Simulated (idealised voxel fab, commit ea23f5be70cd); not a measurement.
Proc. module: voxel air gaps
This is section cut - it's 270 nm across, gridded in 5 nm square cells.
For the purposes of this document, a cross-section shall be understood as a grid of square cells, specified as bands listed in top-to-bottom order, each band consisting of one or more rows of cells.
Top, bottom (nm), then materials left to right with widths (nm); lone material tagged "throughout" fills the whole band edge to edge; "empty" = empty space.
Convention: height 0 is the level below which the wafer, as received, is all one material. The lowest band does not terminate at the bottom but continues downward, represented as "from 0 down".
A width given as "30..40" starts at the first number in the band's top row and ends at the second number in its bottom row, shifting by an equal amount at every step from row to row.
Any step labelled "nothing altered" changed none of the cells in the cross-section.
The entry titled "Closed void inventory" provides the empty spaces that have no open way to the top, restricted to those of 8 cells or more. Each is presented as width x height at distance, the distance being measured from the left edge, with all three in nm.
It should be noted that, on the line of a given step, the content following the step's settings is a remark produced by the simulator itself with respect to that step.
overlay nm: right-of-plan distance of the mask on a masked step; negative values mean left-of-plan.

SET OUT BELOW ARE THE PLANNED STEPS OF THE PROCESS
- 1: RECEIVE with material Si
- 2: CONFORMAL_DEP with material SiO2, thk nm 15
- 3: CONFORMAL_DEP with material SiN, thk nm 5
- 4: DIRECTIONAL_DEP with material lowk, thk nm 30
- 5: PATTERN with tone open, mask id LINES, material resist, width nm 15, pitch nm 50, thk nm 15, overlay nm 0
- 6: DIRECTIONAL_ETCH with etch materials lowk, depth nm 30
- 7: STRIP with etch materials resist
- 8: CONFORMAL_DEP with material TiN, thk nm 5
- 9: FILL_DEP with material Cu, thk nm 10
- 10: CMP with height nm 50
- 11: EPI with material Ru, thk nm 10
- 12: SELECTIVE_ETCH with etch materials lowk, depth nm 40
- 13: CONFORMAL_DEP with material SiCN, thk nm 5
The width nm used in step 5 is not the same on every wafer, whereas the starting condition is; the value printed in the plan is the first wafer's.

AS-RECEIVED STATE AFTER STEP 1, FIRST OF SEVERAL WAFERS, CROSS-SECTION
    from 0 down = Si throughout
    Closed void inventory: none

QUICK LOOK AT THE CROSS-SECTION OF THE FIRST OF SEVERAL WAFERS AFTER STEP 13, WHICH WRAPS UP THE MODULE
    from 65 to 60 = 35 nm empty | 45 nm SiCN | 5 nm empty | 45 nm SiCN | 5 nm empty | 45 nm SiCN | 5 nm empty | 45 nm SiCN | 40 nm empty
    from 60 to 50 = 35 nm empty | 5 nm SiCN | 35 nm Ru | 5 nm SiCN | 5 nm empty | 5 nm SiCN | 35 nm Ru | 5 nm SiCN | 5 nm empty | 5 nm SiCN | 35 nm Ru | 5 nm SiCN | 5 nm empty | 5 nm SiCN | 35 nm Ru | 5 nm SiCN | 40 nm empty
    from 50 to 45 = 35 nm empty | 15 nm SiCN | 5 nm TiN | 5 nm Cu | 5 nm TiN | 15 nm SiCN | 5 nm empty | 15 nm SiCN | 5 nm TiN | 5 nm Cu | 5 nm TiN | 15 nm SiCN | 5 nm empty | 15 nm SiCN | 5 nm TiN | 5 nm Cu | 5 nm TiN | 15 nm SiCN | 5 nm empty | 15 nm SiCN | 5 nm TiN | 5 nm Cu | 5 nm TiN | 15 nm SiCN | 40 nm empty
    from 45 to 25 = 45 nm empty | 5 nm SiCN | 5 nm TiN | 5 nm Cu | 5 nm TiN | 5 nm SiCN | 25 nm empty | 5 nm SiCN | 5 nm TiN | 5 nm Cu | 5 nm TiN | 5 nm SiCN | 25 nm empty | 5 nm SiCN | 5 nm TiN | 5 nm Cu | 5 nm TiN | 5 nm SiCN | 25 nm empty | 5 nm SiCN | 5 nm TiN | 5 nm Cu | 5 nm TiN | 5 nm SiCN | 50 nm empty
    from 25 to 20 = 50 nm SiCN | 15 nm TiN | 35 nm SiCN | 15 nm TiN | 35 nm SiCN | 15 nm TiN | 35 nm SiCN | 15 nm TiN | 55 nm SiCN
    from 20 to 15 = SiN throughout
    from 15 to 0 = SiO2 throughout
    from 0 down = Si throughout
    Closed void inventory: none

LAST WAFER X-SEC, END OF MODULE
    from 65 to 60 = 25 nm empty | 215 nm SiCN | 30 nm empty
    from 60 to 50 = 25 nm empty | 5 nm SiCN | 205 nm Ru | 5 nm SiCN | 30 nm empty
    from 50 to 45 = 25 nm empty | 15 nm SiCN | 5 nm TiN | 25 nm Cu | 5 nm TiN | 15 nm lowk | 5 nm TiN | 25 nm Cu | 5 nm TiN | 15 nm lowk | 5 nm TiN | 25 nm Cu | 5 nm TiN | 15 nm lowk | 5 nm TiN | 25 nm Cu | 5 nm TiN | 15 nm SiCN | 30 nm empty
    from 45 to 25 = 35 nm empty | 5 nm SiCN | 5 nm TiN | 25 nm Cu | 5 nm TiN | 15 nm lowk | 5 nm TiN | 25 nm Cu | 5 nm TiN | 15 nm lowk | 5 nm TiN | 25 nm Cu | 5 nm TiN | 15 nm lowk | 5 nm TiN | 25 nm Cu | 5 nm TiN | 5 nm SiCN | 40 nm empty
    from 25 to 20 = 40 nm SiCN | 35 nm TiN | 15 nm lowk | 35 nm TiN | 15 nm lowk | 35 nm TiN | 15 nm lowk | 35 nm TiN | 45 nm SiCN
    from 20 to 15 = SiN throughout
    from 15 to 0 = SiO2 throughout
    from 0 down = Si throughout
    Closed void inventory: none

EACH WAFER AT THE END: CELLS OF EACH MATERIAL GAINED (+) OR LOST (-) SINCE IT WAS RECEIVED, THEN ITS CLOSED VOIDS
width nm 15; +20 Cu; +56 Ru; +150 SiCN; +54 SiN; +162 SiO2; +52 TiN; Closed void inventory: none
width nm 20; +40 Cu; +64 Ru; +150 SiCN; +54 SiN; +162 SiO2; +56 TiN; Closed void inventory: 20 x 20 at 75; 20 x 20 at 125; 20 x 20 at 175
width nm 25; +60 Cu; +72 Ru; +138 SiCN; +54 SiN; +162 SiO2; +60 TiN; Closed void inventory: 15 x 20 at 75; 15 x 20 at 125; 15 x 20 at 175
width nm 30; +80 Cu; +80 Ru; +78 SiCN; +54 SiN; +162 SiO2; +64 TiN; +72 lowk; Closed void inventory: none
width nm 35; +100 Cu; +82 Ru; +78 SiCN; +54 SiN; +162 SiO2; +68 TiN; +54 lowk; Closed void inventory: none
